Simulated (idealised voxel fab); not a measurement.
Name of the process module below: voxel ribs on slabs
The width of the displayed cross-section, cut, is 230 nm; its cells are square, with a size of 5 nm.
Cross-section, as written here: a square-cell grid given band by band from the top down, where a band holds one or more rows of cells. First you get the band's top height and its bottom height, in nm, and then the materials it's made of, left to right, with each width in nm. If you see a single material with "edge to edge", that one covers the band edge to edge. "air" is empty space. Heights are expressed relative to 0, this being the level below which the as-received wafer comprises one material exclusively. The lowest band is unbounded in the downward direction and is denoted as in "0 nm and below". Graded width ("30->40"): value in top row of band = first number; value in bottom row = second number; row-to-row change constant. "left unchanged" (step): cross-section cells unchanged, all of them. Closed void inventory: empty space of 8 cells or more with no open way to the top, each as width x height at its distance from the left edge, in nm. Whatever follows a step's settings on its line is a remark the simulator itself makes about that step. The optional step-line setting "overlay nm" applies to steps with a mask and quantifies how far to the right of its planned location the mask lay, a negative value indicating leftward placement.
INTENDED PROCESS STEPS
1: RECEIVE [material Si]
2: DIRECTIONAL_DEP [material SiO2] [thk nm 20]
3: DIRECTIONAL_DEP [material polySi] [thk nm 25]
4: MASKED_ETCH [tone cover] [mask id RIB] [width nm 20] [etch materials polySi] [depth nm 20] [overlay nm 0]
5: DIRECTIONAL_DEP [material aC] [thk nm 15]
6: PATTERN [tone cover] [mask id SLAB] [material resist] [width nm 70] [thk nm 35] [overlay nm 0]
7: DIRECTIONAL_ETCH [etch materials aC] [depth nm 15]
8: STRIP [etch materials resist]
9: DIRECTIONAL_ETCH [etch materials polySi] [depth nm 5]
10: STRIP [etch materials aC]
11: FILL_DEP [material SiO2] [thk nm 20]
12: CMP [height nm 55]
13: DIRECTIONAL_DEP [material W] [thk nm 10]
14: DIRECTIONAL_DEP [material aC] [thk nm 10]
15: PATTERN [tone cover] [mask id HEATER] [material resist] [width nm 30] [thk nm 30] [overlay nm 0]
16: DIRECTIONAL_ETCH [etch materials aC] [depth nm 10]
17: STRIP [etch materials resist]
18: DIRECTIONAL_ETCH [etch materials W] [depth nm 10]
19: STRIP [etch materials aC]
20: CONFORMAL_DEP [material SiO2] [thk nm 5]
AS RECEIVED (POST STEP 1): CROSS-SECTION
- 0 nm and below = Si edge to edge
- Closed void inventory: none
SAME STARTING WAFER, SAME PLAN AS ABOVE, ONE MISTAKE IN THE EXECUTION; THIS IS THE CROSS-SECTION AT THE END OF THE MODULE
- 70 nm to 65 nm = air: 95 / SiO2: 40 / air: 95
- 65 nm to 60 nm = air: 95 / SiO2: 5 / W: 30 / SiO2: 5 / air: 95
- 60 nm to 55 nm = SiO2: 100 / W: 30 / SiO2: 100
- 55 nm to 25 nm = SiO2 edge to edge
- 25 nm to 0 nm = polySi edge to edge
- 0 nm and below = Si edge to edge
- Closed void inventory: none
The mistake made against the process plan was this: steps 2 and 3 of the plan were run in the wrong order, each in the other's place
